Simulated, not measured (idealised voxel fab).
Proc. module: voxel wiring stack
Cross-section cut: width 285 nm, square cells of 5 nm.
Cross-section spec: square-cell grid; bands listed top down; each band is one or more rows.
The band entry comprises the height of the band's top followed by the height of its bottom, expressed in nm, and subsequently the band's materials from left to right, each stated together with its width in nm. Where a single material is marked with the word "everywhere", that material fills the band from edge to edge. The word "air" represents empty space.
We count height from 0. Below that, the starting wafer is all one material. The lowest band never ends at the bottom but goes on down; see "0 down" for how that is written.
Per-row width for "30..40": begins at first number (top row of band), ends at second number (bottom row), increment between rows held constant.
For the purposes of this document, the phrase "stayed the same" attached to a step denotes that no cell within the cross-section was modified by that step.
Heads up: "Unvented cavities" only lists the empty pockets with no open path to the top that are 8 cells or more, and it writes them as width x height at distance, distance from the left edge, in nm.
Formally, on a step line, whatever follows the settings is a remark that the simulator itself makes on the step.
"overlay nm" on a masked step: distance the mask lay right of its planned place, negative for left.

## Planned step list for the process
1,RECEIVE,material Si
2,CONFORMAL_DEP,material SiO2,thk nm 15
3,CONFORMAL_DEP,material SiCN,thk nm 5
4,DIRECTIONAL_DEP,material SiO2,thk nm 25
5,MASKED_ETCH,tone open,mask id METAL_1,width nm 25,pitch nm 40,etch materials SiO2,depth nm 25,overlay nm 0
6,MASKED_ETCH,tone open,mask id METAL_1,width nm 25,pitch nm 40,etch materials SiCN,depth nm 5,overlay nm 0
7,CONFORMAL_DEP,material TiN,thk nm 5
8,FILL_DEP,material Ru,thk nm 10
9,CMP,height nm 45
10,EPI,material Ru,thk nm 5
11,FILL_DEP,material SiCN,thk nm 5
12,DIRECTIONAL_DEP,material lowk,thk nm 35
13,MASKED_ETCH,tone open,mask id METAL_2,width nm 25,pitch nm 40,etch materials lowk,depth nm 20,overlay nm 0
14,MASKED_ETCH,tone open,mask id METAL_2_HOLES,width nm 15,pitch nm 80,etch materials lowk,depth nm 15,overlay nm 0
15,MASKED_ETCH,tone open,mask id METAL_2_HOLES,width nm 15,pitch nm 80,etch materials SiCN,depth nm 5,overlay nm 0
16,CONFORMAL_DEP,material TiN,thk nm 5
17,FILL_DEP,material Cu,thk nm 5
18,CMP,height nm 90
19,CONFORMAL_DEP,material SiCN,thk nm 5
20,DIRECTIONAL_DEP,material SiO2,thk nm 10
21,DIRECTIONAL_DEP,material aC,thk nm 15
22,PATTERN,tone open,mask id PLUG_2,material resist,width nm 15,pitch nm 40,thk nm 35,overlay nm 0
23,DIRECTIONAL_ETCH,etch materials aC,depth nm 15
24,STRIP,etch materials resist
25,DIRECTIONAL_ETCH,etch materials SiO2,depth nm 10
26,DIRECTIONAL_ETCH,etch materials SiCN,depth nm 5
27,STRIP,etch materials aC
28,EPI,material Ru,thk nm 10
29,EPI,material Ru,thk nm 5
30,CONFORMAL_DEP,material SiN,thk nm 5
31,DIRECTIONAL_DEP,material lowk,thk nm 20
32,DIRECTIONAL_DEP,material aC,thk nm 10
33,PATTERN,tone open,mask id METAL_3,material resist,width nm 25,pitch nm 40,thk nm 30,overlay nm 0
34,DIRECTIONAL_ETCH,etch materials aC,depth nm 10
35,STRIP,etch materials resist
36,DIRECTIONAL_ETCH,etch materials lowk,depth nm 20
37,DIRECTIONAL_ETCH,etch materials SiN,depth nm 5
38,STRIP,etch materials aC
39,CONFORMAL_DEP,material TiN,thk nm 5
40,FILL_DEP,material W,thk nm 10
41,CMP,height nm 130
42,CONFORMAL_DEP,material SiCN,thk nm 5
43,DIRECTIONAL_DEP,material lowk,thk nm 15
44,DIRECTIONAL_DEP,material aC,thk nm 15
45,PATTERN,tone open,mask id PLUG_3,material resist,width nm 15,pitch nm 80,thk nm 35,overlay nm 0
46,DIRECTIONAL_ETCH,etch materials aC,depth nm 15
47,STRIP,etch materials resist
48,DIRECTIONAL_ETCH,etch materials lowk,depth nm 15
49,DIRECTIONAL_ETCH,etch materials SiCN,depth nm 5
50,STRIP,etch materials aC
51,EPI,material Ru,thk nm 10
52,EPI,material Ru,thk nm 10
53,DIRECTIONAL_DEP,material TiN,thk nm 5
54,DIRECTIONAL_DEP,material Ru,thk nm 15
55,MASKED_ETCH,tone cover,mask id METAL_4,width nm 25,pitch nm 40,etch materials Ru,depth nm 15,overlay nm 0
56,MASKED_ETCH,tone cover,mask id METAL_4,width nm 25,pitch nm 40,etch materials TiN,depth nm 5,overlay nm 0
57,CONFORMAL_DEP,material SiCN,thk nm 5
58,FILL_DEP,material lowk,thk nm 10
59,CMP,height nm 170
60,CONFORMAL_DEP,material SiCN,thk nm 5

## Cross-section of the wafer as it came to us, i.e., already through step 1
0 down: Si everywhere
Unvented cavities: none

## The cross-section shown corresponds to the wafer at the conclusion of the module. The initial structure and the process plan are those presented above; however, one mistake occurred in executing the plan
175 to 170: SiCN everywhere
170 to 155: 65 lowk | 5 SiCN | 25 Ru | 5 SiCN | 5 lowk | 5 SiCN | 25 Ru | 5 SiCN | 5 lowk | 5 SiCN | 25 Ru | 5 SiCN | 5 lowk | 5 SiCN | 25 Ru | 5 SiCN | 65 lowk
155 to 150: 70 SiCN | 25 TiN | 15 SiCN | 25 TiN | 15 SiCN | 25 TiN | 15 SiCN | 25 TiN | 70 SiCN
150 to 135: 70 lowk | 15 Ru | 65 lowk | 15 Ru | 120 lowk
135 to 130: 70 SiCN | 15 Ru | 65 SiCN | 15 Ru | 120 SiCN
130 to 120: Ru everywhere
120 to 105: TiN everywhere
105 to 95: SiO2 everywhere
95 to 90: SiCN everywhere
90 to 75: 70 lowk | 5 TiN | 15 Cu | 5 TiN | 15 lowk | 5 TiN | 15 Cu | 5 TiN | 15 lowk | 5 TiN | 15 Cu | 5 TiN | 15 lowk | 5 TiN | 15 Cu | 5 TiN | 70 lowk
75 to 70: 70 lowk | 5 TiN | 5 Cu | 15 TiN | 15 lowk | 25 TiN | 15 lowk | 5 TiN | 5 Cu | 15 TiN | 15 lowk | 25 TiN | 70 lowk
70 to 55: 70 lowk | 5 TiN | 5 Cu | 5 TiN | 65 lowk | 5 TiN | 5 Cu | 5 TiN | 120 lowk
55 to 50: 70 SiCN | 15 TiN | 65 SiCN | 15 TiN | 120 SiCN
50 to 45: 65 SiCN | 35 Ru | 5 SiCN | 35 Ru | 5 SiCN | 35 Ru | 5 SiCN | 35 Ru | 65 SiCN
45 to 20: 70 SiO2 | 5 TiN | 15 Ru | 5 TiN | 15 SiO2 | 5 TiN | 15 Ru | 5 TiN | 15 SiO2 | 5 TiN | 15 Ru | 5 TiN | 15 SiO2 | 5 TiN | 15 Ru | 5 TiN | 70 SiO2
20 to 15: 70 SiCN | 25 TiN | 15 SiCN | 25 TiN | 15 SiCN | 25 TiN | 15 SiCN | 25 TiN | 70 SiCN
15 to 0: SiO2 everywhere
0 down: Si everywhere
Unvented cavities: none
Processing error: step 21 deviated from plan and actually ran as DIRECTIONAL_DEP,material TiN,thk nm 15
